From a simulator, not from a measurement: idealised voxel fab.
Proc. module: voxel gate over fins
Shown is cross-section cut, with a width of 240 nm and square cells of size 5 nm.
How to read a cross-section here: the picture is a grid of square cells, written as bands going from the top down, and any band can span one or more rows of cells.
First you get the band's top height and its bottom height, in nm, and then the materials it's made of, left to right, with each width in nm. If you see a single material with "everywhere", that one covers the band edge to edge. "blank" is empty space.
Zero point of the height axis is 0; under it, received wafer = one material. Lowest band: continues down indefinitely, "0 down".
The notation "30->40" denotes a width that varies across the rows of cells in the band, beginning at the first number in the top row, finishing at the second number in the bottom row, and changing by an identical amount from each row to the next.
No cell of the cross-section changed in a step that is given as "all unchanged".
What "Voids, sealed" gives you is every empty space of 8 cells or more that is cut off from the top. Each appears as width x height at distance, with the distance taken from the left edge and width, height and distance all in nm.
Read whatever lies past the settings on a step's line as the simulator's own remark about the step.
"overlay nm" on a masked step: distance the mask lay right of its planned place, negative for left.

# The process steps that were planned are listed below
step 1: RECEIVE [material Si]
step 2: CONFORMAL_DEP [material SiN] [thk nm 5]
step 3: PATTERN [tone cover] [mask id FINS] [material resist] [width nm 15] [pitch nm 40] [thk nm 15] [overlay nm 0]
step 4: DIRECTIONAL_ETCH [etch materials SiN] [depth nm 5]
step 5: DIRECTIONAL_ETCH [etch materials Si] [depth nm 30]
step 6: STRIP [etch materials resist]
step 7: OXIDIZE [depth nm 5]
step 8: FILL_DEP [material SiO2] [thk nm 15]
step 9: CMP [height nm 5]
step 10: SELECTIVE_ETCH [etch materials SiO2] [depth nm 15]
step 11: STRIP [etch materials SiN]
step 12: CONFORMAL_DEP [material HfO2] [thk nm 5]
step 13: CONFORMAL_DEP [material TiN] [thk nm 5]
step 14: FILL_DEP [material W] [thk nm 10]
step 15: CMP [height nm 15]
step 16: CONFORMAL_DEP [material SiN] [thk nm 5]

# Received-state cross-section, reflecting completion of step 1
0 down: Si everywhere
Voids, sealed: none

# Cross-sectional result after module completion. Note: starting condition and plan are unchanged from above; one processing mistake was made
20 to 15: SiN everywhere
15 to 10: W everywhere
10 to 5: 55 nm TiN, 5 nm W, 35 nm TiN, 5 nm W, 35 nm TiN, 5 nm W, 35 nm TiN, 5 nm W, 60 nm TiN
5 to 0: 50 nm HfO2, 5 nm TiN, 5 nm W, 5 nm TiN, 25 nm HfO2, 5 nm TiN, 5 nm W, 5 nm TiN, 25 nm HfO2, 5 nm TiN, 5 nm W, 5 nm TiN, 25 nm HfO2, 5 nm TiN, 5 nm W, 5 nm TiN, 55 nm HfO2
0 to -5: 45 nm Si, 5 nm HfO2, 15 nm TiN, 5 nm HfO2, 15 nm Si, 5 nm HfO2, 15 nm TiN, 5 nm HfO2, 15 nm Si, 5 nm HfO2, 15 nm TiN, 5 nm HfO2, 15 nm Si, 5 nm HfO2, 15 nm TiN, 5 nm HfO2, 50 nm Si
-5 to -10: 45 nm Si, 25 nm HfO2, 15 nm Si, 25 nm HfO2, 15 nm Si, 25 nm HfO2, 15 nm Si, 25 nm HfO2, 50 nm Si
-10 to -35: 45 nm Si, 25 nm SiO2, 15 nm Si, 25 nm SiO2, 15 nm Si, 25 nm SiO2, 15 nm Si, 25 nm SiO2, 50 nm Si
-35 down: Si everywhere
Voids, sealed: none
Against the plan, the run slipped here: step 3 was run on a setting that differed from the plan, and what really ran there is PATTERN [tone open] [mask id FINS] [material resist] [width nm 15] [pitch nm 40] [thk nm 15] [overlay nm 0]
